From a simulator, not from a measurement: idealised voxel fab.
Proc. module: voxel capacitor over wiring
215 nm wide, 5 nm square cells: that's cross-section cut.
Cross-section, as written here: a square-cell grid given band by band from the top down, where a band holds one or more rows of cells. First you get the band's top height and its bottom height, in nm, and then the materials it's made of, left to right, with each width in nm. If you see a single material with "everywhere", that one covers the band edge to edge. "blank" is empty space. Heights are reckoned from 0. Under this level, the received wafer is all of one material. The bottommost band is open-ended downward, for example "0 nm and below". Graded width ("30->40"): value in top row of band = first number; value in bottom row = second number; row-to-row change constant. "nothing different" means the step left every cell of the cross-section as it was. "Enclosed void list": empty spaces of 8 cells or more with no open way to the top, each given as width x height at distance, distance from the left edge, all in nm. It should be noted that, on the line of a given step, the content following the step's settings is a remark produced by the simulator itself with respect to that step. "overlay nm" answers the question of how far to the right of plan the mask lay on a step that has a mask, and when it is negative the answer is to the left.

List of planned process steps
1,RECEIVE (material Si)
2,CONFORMAL_DEP (material SiO2; thk nm 5)
3,CONFORMAL_DEP (material SiCN; thk nm 5)
4,DIRECTIONAL_DEP (material SiO2; thk nm 20)
5,DIRECTIONAL_DEP (material aC; thk nm 15)
6,PATTERN (tone open; mask id METAL_1; material resist; width nm 20; pitch nm 75; thk nm 30; overlay nm 0)
7,DIRECTIONAL_ETCH (etch materials aC; depth nm 15)
8,STRIP (etch materials resist)
9,DIRECTIONAL_ETCH (etch materials SiO2; depth nm 20)
10,DIRECTIONAL_ETCH (etch materials SiCN; depth nm 5)
11,STRIP (etch materials aC)
12,CONFORMAL_DEP (material TiN; thk nm 5)
13,FILL_DEP (material W; thk nm 10)
14,CMP (height nm 40)
15,EPI (material Ru; thk nm 5)
16,FILL_DEP (material SiCN; thk nm 5)
17,DIRECTIONAL_DEP (material SiO2; thk nm 10)
18,MASKED_ETCH (tone open; mask id PLUG_1; width nm 15; etch materials SiO2; depth nm 10; overlay nm 0)
19,MASKED_ETCH (tone open; mask id PLUG_1; width nm 15; etch materials SiCN; depth nm 5; overlay nm 0)
20,EPI (material Ru; thk nm 10)
21,EPI (material Ru; thk nm 5)
22,DIRECTIONAL_DEP (material TiN; thk nm 10)
23,DIRECTIONAL_DEP (material Al2O3; thk nm 5)
24,DIRECTIONAL_DEP (material TiN; thk nm 5)
25,MASKED_ETCH (tone cover; mask id UPPER_PLATE; width nm 60; etch materials TiN; depth nm 5; overlay nm 0)
26,MASKED_ETCH (tone cover; mask id UPPER_PLATE; width nm 60; etch materials Al2O3; depth nm 5; overlay nm 0)
27,PATTERN (tone cover; mask id LOWER_PLATE; material resist; width nm 70; thk nm 20; overlay nm 0)
28,DIRECTIONAL_ETCH (etch materials TiN; depth nm 10)
29,STRIP (etch materials resist)
30,FILL_DEP (material SiO2; thk nm 20)
31,CMP (height nm 95)
32,MASKED_ETCH (tone open; mask id PLUG_2; width nm 15; etch materials SiO2; depth nm 15; overlay nm 0)
33,CONFORMAL_DEP (material TiN; thk nm 5)
34,FILL_DEP (material Ru; thk nm 5)
35,CMP (height nm 95)
36,CONFORMAL_DEP (material SiCN; thk nm 5)
Variable across wafers: step 2 thk nm (plan value is that of the first wafer; starting state common to all).

As received, i.e. after step 1: cross-section through the first of several wafers
	0 nm and below  Si everywhere
	Enclosed void list: none

Below, a row for every wafer. Read it as the end-of-module picture: for each material the wafer shows its cells gained (+) or lost (-) since it was received, and then its closed voids
thk nm 5; +12 Al2O3; +54 Ru; +118 SiCN; +503 SiO2; +110 TiN; +63 W; Enclosed void list: none
thk nm 10; +12 Al2O3; +54 Ru; +118 SiCN; +546 SiO2; +110 TiN; +20 W; Enclosed void list: none
thk nm 15; +12 Al2O3; +23 Ru; +149 SiCN; +589 SiO2; +71 TiN; +16 W; Enclosed void list: none
thk nm 20; +12 Al2O3; +23 Ru; +149 SiCN; +597 SiO2; +67 TiN; +12 W; Enclosed void list: none
thk nm 25; +12 Al2O3; +23 Ru; +149 SiCN; +605 SiO2; +63 TiN; +8 W; Enclosed void list: none
thk nm 30; +12 Al2O3; +23 Ru; +149 SiCN; +613 SiO2; +59 TiN; +4 W; Enclosed void list: none
